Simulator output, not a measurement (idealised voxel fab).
process module | voxel self aligned contacts
cross-section cut | 230 nm wide | cells 5 nm
A cross-section is a grid of square cells, given in bands from the top down. A band is one or more rows of cells.
Each band's line starts with the height of the band's top and of its bottom, in nm. Then come its materials from left to right, each with its width in nm. One material with "throughout" fills the band from edge to edge. "air" is empty space.
Height 0 is the level under which the wafer as received is all one material. The lowest band goes on downwards, as in "0 down".
A width such as "30 to 40" changes by the same amount from each row of cells to the next, from the band's top row to its bottom row.
"no change" after a step means that no cell of the cross-section changed.
closed voids: empty space of 8 cells or more with no open way to the top, each as width x height at its distance from the left edge, in nm
after a step's settings: what the simulator itself notes on the step
overlay nm, on a step with a mask: how far to the right of its planned place the mask lay; to the left if negative
plan
1 op RECEIVE | material Si
2 op OXIDIZE | depth nm 5
3 op DIRECTIONAL_DEP | material polySi | thk nm 20
4 op DIRECTIONAL_DEP | material SiN | thk nm 25
5 op MASKED_ETCH | tone cover | mask id GATE | width nm 35 | pitch nm 75 | etch materials SiN | depth nm 25 | overlay nm 0
6 op MASKED_ETCH | tone cover | mask id GATE | width nm 35 | pitch nm 75 | etch materials polySi | depth nm 20 | overlay nm 0
7 op CONFORMAL_DEP | material SiN | thk nm 10
8 op DIRECTIONAL_ETCH | etch materials SiN | depth nm 10
9 op FILL_DEP | material SiO2 | thk nm 15
10 op CMP | height nm 50
11 op DIRECTIONAL_DEP | material aC | thk nm 10
12 op PATTERN | tone open | mask id CONTACT | material resist | width nm 60 | pitch nm 75 | thk nm 30 | overlay nm 0
13 op DIRECTIONAL_ETCH | etch materials aC | depth nm 10
14 op STRIP | etch materials resist
15 op DIRECTIONAL_ETCH | etch materials SiO2 | depth nm 55
16 op STRIP | etch materials aC
17 op CONFORMAL_DEP | material TiN | thk nm 5
18 op FILL_DEP | material Ru | thk nm 10
19 op CMP | height nm 50
20 op CONFORMAL_DEP | material SiCN | thk nm 5
as received, after step 1
  0 down: Si throughout
  closed voids: none
a wafer at the end: this start, this plan, one mistake
  55 to 50: SiCN throughout
  50 to 40: SiO2 10 | SiN 55 | TiN 5 | Ru 10 | TiN 5 | SiN 55 | TiN 5 | Ru 10 | TiN 5 | SiN 55 | SiO2 15
  40 to 25: SiO2 10 | SiN 10 | polySi 35 | SiN 10 | TiN 5 | Ru 10 | TiN 5 | SiN 10 | polySi 35 | SiN 10 | TiN 5 | Ru 10 | TiN 5 | SiN 10 | polySi 35 | SiN 10 | SiO2 15
  25 to 20: SiO2 10 | SiN 10 | polySi 35 | SiN 10 | TiN 20 | SiN 10 | polySi 35 | SiN 10 | TiN 20 | SiN 10 | polySi 35 | SiN 10 | SiO2 15
  20 to 0: polySi throughout
  0 to -5: SiO2 throughout
  -5 down: Si throughout
  closed voids: none
what went wrong: step 3 was run twice
